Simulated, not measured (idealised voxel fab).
The process module presented herein is designated voxel wiring stack.
The cross-section shown here is cut; it is 210 nm wide and divided into square cells measuring 5 nm on a side.
A cross-section is written here as square cells arranged in a grid, and it is given in bands from the top down, each band taking up one or more rows of cells.
Read a band's entry like this: the first values are the height of its top and the height of its bottom in nm, and what follows is the sequence of materials from left to right, each with its width in nm. Note that "blank" is empty space, and that a single material marked "throughout" reaches across the band from edge to edge.
For the purposes of this specification, 0 denotes the height below which the wafer in its as-received condition is composed wholly of one material, and the lowermost band, lacking a lower limit, extends downward without end, as expressed in "0 nm and below".
When a width is written as two numbers, as in "30..40", the first number is the width in the top row of cells of the band and the second is the width in its bottom row, and the width changes by the same amount from each row to the next.
You'll sometimes find "nothing was modified" written for a step, and that's the way of saying that nowhere in the cross-section did a cell change during that step.
Each empty space that has no open way to the top and spans at least 8 cells appears under "Sealed void listing" as width x height at distance, the distance counted from the left edge, all in nm.
It should be noted that, on the line of a given step, the content following the step's settings is a remark produced by the simulator itself with respect to that step.
overlay nm: how far to the right of its planned place the mask lay on this masked step (negative: to the left).

The process steps that were planned are listed below
1,RECEIVE: material Si
2,CONFORMAL_DEP: material SiO2, thk nm 15
3,DIRECTIONAL_DEP: material TiN, thk nm 5
4,DIRECTIONAL_DEP: material W, thk nm 20
5,DIRECTIONAL_DEP: material aC, thk nm 10
6,PATTERN: tone cover, mask id METAL_1, material resist, width nm 20, pitch nm 40, thk nm 25, overlay nm 0
7,DIRECTIONAL_ETCH: etch materials aC, depth nm 10
8,STRIP: etch materials resist
9,DIRECTIONAL_ETCH: etch materials W, depth nm 20
10,DIRECTIONAL_ETCH: etch materials TiN, depth nm 5
11,STRIP: etch materials aC
12,CONFORMAL_DEP: material SiN, thk nm 5
13,FILL_DEP: material lowk, thk nm 10
14,CMP: height nm 40
15,CONFORMAL_DEP: material SiCN, thk nm 5
16,DIRECTIONAL_DEP: material lowk, thk nm 25
17,PATTERN: tone open, mask id METAL_2, material resist, width nm 20, pitch nm 40, thk nm 15, overlay nm 0
18,DIRECTIONAL_ETCH: etch materials lowk, depth nm 15
19,STRIP: etch materials resist
20,DIRECTIONAL_DEP: material aC, thk nm 15
21,PATTERN: tone open, mask id METAL_2_HOLES, material resist, width nm 15, pitch nm 80, thk nm 30, overlay nm 0
22,DIRECTIONAL_ETCH: etch materials aC, depth nm 15
23,STRIP: etch materials resist
24,DIRECTIONAL_ETCH: etch materials lowk, depth nm 10
25,DIRECTIONAL_ETCH: etch materials SiCN, depth nm 5
26,STRIP: etch materials aC
27,CONFORMAL_DEP: material TiN, thk nm 5
28,FILL_DEP: material Cu, thk nm 10
29,CMP: height nm 70
30,CONFORMAL_DEP: material SiCN, thk nm 5
31,DIRECTIONAL_DEP: material lowk, thk nm 10
32,MASKED_ETCH: tone open, mask id PLUG_2, width nm 15, pitch nm 80, etch materials lowk, depth nm 10, overlay nm 0
33,MASKED_ETCH: tone open, mask id PLUG_2, width nm 15, pitch nm 80, etch materials SiCN, depth nm 5, overlay nm 0
34,CONFORMAL_DEP: material TiN, thk nm 5
35,FILL_DEP: material Cu, thk nm 10
36,CMP: height nm 85
37,CONFORMAL_DEP: material SiN, thk nm 5
38,DIRECTIONAL_DEP: material SiO2, thk nm 20
39,MASKED_ETCH: tone open, mask id METAL_3, width nm 20, pitch nm 40, etch materials SiO2, depth nm 20, overlay nm 0
40,MASKED_ETCH: tone open, mask id METAL_3, width nm 20, pitch nm 40, etch materials SiN, depth nm 5, overlay nm 0
41,CONFORMAL_DEP: material TiN, thk nm 5
42,FILL_DEP: material Cu, thk nm 10
43,CMP: height nm 110
44,CONFORMAL_DEP: material SiCN, thk nm 5
45,DIRECTIONAL_DEP: material lowk, thk nm 35
46,PATTERN: tone open, mask id METAL_4_HOLES, material resist, width nm 15, pitch nm 40, thk nm 20, overlay nm 0
47,DIRECTIONAL_ETCH: etch materials lowk, depth nm 35
48,STRIP: etch materials resist
49,DIRECTIONAL_DEP: material aC, thk nm 10
50,PATTERN: tone open, mask id METAL_4, material resist, width nm 20, pitch nm 40, thk nm 25, overlay nm 0
51,DIRECTIONAL_ETCH: etch materials aC, depth nm 10
52,STRIP: etch materials resist
53,DIRECTIONAL_ETCH: etch materials lowk, depth nm 20
54,DIRECTIONAL_ETCH: etch materials SiCN, depth nm 5
55,STRIP: etch materials aC
56,CONFORMAL_DEP: material TiN, thk nm 5
57,FILL_DEP: material Ru, thk nm 10
58,CMP: height nm 150
59,CONFORMAL_DEP: material SiN, thk nm 5

This is the cross-section of the wafer as we received it, i.e. after step 1
    0 nm and below  Si throughout
    Sealed void listing: none

Cross-sectional image of the first of two wafers at the end of the module, the run having proceeded as planned
    155 nm to 150 nm  SiN throughout
    150 nm to 135 nm  lowk 55 nm, TiN 5 nm, Ru 10 nm, TiN 5 nm, lowk 20 nm, TiN 5 nm, Ru 10 nm, TiN 5 nm, lowk 20 nm, TiN 5 nm, Ru 10 nm, TiN 5 nm, lowk 55 nm
    135 nm to 130 nm  lowk 55 nm, TiN 5 nm, Ru 5 nm, TiN 10 nm, lowk 20 nm, TiN 5 nm, Ru 5 nm, TiN 10 nm, lowk 20 nm, TiN 5 nm, Ru 5 nm, TiN 10 nm, lowk 55 nm
    130 nm to 115 nm  lowk 55 nm, TiN 5 nm, Ru 5 nm, TiN 5 nm, lowk 25 nm, TiN 5 nm, Ru 5 nm, TiN 5 nm, lowk 25 nm, TiN 5 nm, Ru 5 nm, TiN 5 nm, lowk 60 nm
    115 nm to 110 nm  SiCN 55 nm, TiN 15 nm, SiCN 25 nm, TiN 15 nm, SiCN 25 nm, TiN 15 nm, SiCN 60 nm
    110 nm to 90 nm  SiO2 55 nm, TiN 5 nm, Cu 10 nm, TiN 5 nm, SiO2 20 nm, TiN 5 nm, Cu 10 nm, TiN 5 nm, SiO2 20 nm, TiN 5 nm, Cu 10 nm, TiN 5 nm, SiO2 55 nm
    90 nm to 85 nm  SiN 55 nm, TiN 20 nm, SiN 20 nm, TiN 20 nm, SiN 20 nm, TiN 20 nm, SiN 55 nm
    85 nm to 75 nm  lowk 55 nm, TiN 5 nm, Cu 5 nm, TiN 5 nm, lowk 65 nm, TiN 5 nm, Cu 5 nm, TiN 5 nm, lowk 60 nm
    75 nm to 70 nm  SiCN 55 nm, TiN 15 nm, SiCN 65 nm, TiN 15 nm, SiCN 60 nm
    70 nm to 60 nm  lowk 55 nm, TiN 5 nm, Cu 10 nm, TiN 5 nm, lowk 20 nm, TiN 5 nm, Cu 10 nm, TiN 5 nm, lowk 20 nm, TiN 5 nm, Cu 10 nm, TiN 5 nm, lowk 55 nm
    60 nm to 55 nm  lowk 55 nm, TiN 5 nm, Cu 5 nm, TiN 10 nm, lowk 20 nm, TiN 20 nm, lowk 20 nm, TiN 5 nm, Cu 5 nm, TiN 10 nm, lowk 55 nm
    55 nm to 45 nm  lowk 55 nm, TiN 5 nm, Cu 5 nm, TiN 5 nm, lowk 65 nm, TiN 5 nm, Cu 5 nm, TiN 5 nm, lowk 60 nm
    45 nm to 40 nm  SiCN 55 nm, TiN 15 nm, SiCN 65 nm, TiN 15 nm, SiCN 60 nm
    40 nm to 20 nm  lowk 50 nm, SiN 5 nm, W 20 nm, SiN 5 nm, lowk 10 nm, SiN 5 nm, W 20 nm, SiN 5 nm, lowk 10 nm, SiN 5 nm, W 20 nm, SiN 5 nm, lowk 50 nm
    20 nm to 15 nm  SiN 55 nm, TiN 20 nm, SiN 20 nm, TiN 20 nm, SiN 20 nm, TiN 20 nm, SiN 55 nm
    15 nm to 0 nm  SiO2 throughout
    0 nm and below  Si throughout
    Sealed void listing: none

End of module, second wafer, cross-section. Started like the first, planned like the first, run with one mistake
    155 nm to 150 nm  SiN throughout
    150 nm to 135 nm  lowk 55 nm, TiN 5 nm, Ru 10 nm, TiN 5 nm, lowk 20 nm, TiN 5 nm, Ru 10 nm, TiN 5 nm, lowk 20 nm, TiN 5 nm, Ru 10 nm, TiN 5 nm, lowk 55 nm
    135 nm to 130 nm  lowk 55 nm, TiN 10 nm, Ru 5 nm, TiN 5 nm, lowk 20 nm, TiN 10 nm, Ru 5 nm, TiN 5 nm, lowk 20 nm, TiN 10 nm, Ru 5 nm, TiN 5 nm, lowk 55 nm
    130 nm to 115 nm  lowk 60 nm, TiN 5 nm, Ru 5 nm, TiN 5 nm, lowk 25 nm, TiN 5 nm, Ru 5 nm, TiN 5 nm, lowk 25 nm, TiN 5 nm, Ru 5 nm, TiN 5 nm, lowk 55 nm
    115 nm to 110 nm  SiCN 60 nm, TiN 15 nm, SiCN 25 nm, TiN 15 nm, SiCN 25 nm, TiN 15 nm, SiCN 55 nm
    110 nm to 90 nm  SiO2 55 nm, TiN 5 nm, Cu 10 nm, TiN 5 nm, SiO2 20 nm, TiN 5 nm, Cu 10 nm, TiN 5 nm, SiO2 20 nm, TiN 5 nm, Cu 10 nm, TiN 5 nm, SiO2 55 nm
    90 nm to 85 nm  SiN 55 nm, TiN 20 nm, SiN 20 nm, TiN 20 nm, SiN 20 nm, TiN 20 nm, SiN 55 nm
    85 nm to 75 nm  lowk 55 nm, TiN 5 nm, Cu 5 nm, TiN 5 nm, lowk 65 nm, TiN 5 nm, Cu 5 nm, TiN 5 nm, lowk 60 nm
    75 nm to 70 nm  SiCN 55 nm, TiN 15 nm, SiCN 65 nm, TiN 15 nm, SiCN 60 nm
    70 nm to 60 nm  lowk 55 nm, TiN 5 nm, Cu 10 nm, TiN 5 nm, lowk 20 nm, TiN 5 nm, Cu 10 nm, TiN 5 nm, lowk 20 nm, TiN 5 nm, Cu 10 nm, TiN 5 nm, lowk 55 nm
    60 nm to 55 nm  lowk 55 nm, TiN 5 nm, Cu 5 nm, TiN 10 nm, lowk 20 nm, TiN 20 nm, lowk 20 nm, TiN 5 nm, Cu 5 nm, TiN 10 nm, lowk 55 nm
    55 nm to 45 nm  lowk 55 nm, TiN 5 nm, Cu 5 nm, TiN 5 nm, lowk 65 nm, TiN 5 nm, Cu 5 nm, TiN 5 nm, lowk 60 nm
    45 nm to 40 nm  SiCN 55 nm, TiN 15 nm, SiCN 65 nm, TiN 15 nm, SiCN 60 nm
    40 nm to 20 nm  lowk 50 nm, SiN 5 nm, W 20 nm, SiN 5 nm, lowk 10 nm, SiN 5 nm, W 20 nm, SiN 5 nm, lowk 10 nm, SiN 5 nm, W 20 nm, SiN 5 nm, lowk 50 nm
    20 nm to 15 nm  SiN 55 nm, TiN 20 nm, SiN 20 nm, TiN 20 nm, SiN 20 nm, TiN 20 nm, SiN 55 nm
    15 nm to 0 nm  SiO2 throughout
    0 nm and below  Si throughout
    Sealed void listing: none
Run error: step 46 ran with different settings than intended, the actual operation and settings being PATTERN: tone open, mask id METAL_4_HOLES, material resist, width nm 15, pitch nm 40, thk nm 20, overlay nm 5
The two final wafers agree on how many cells each material fills and disagree on which cells those are.
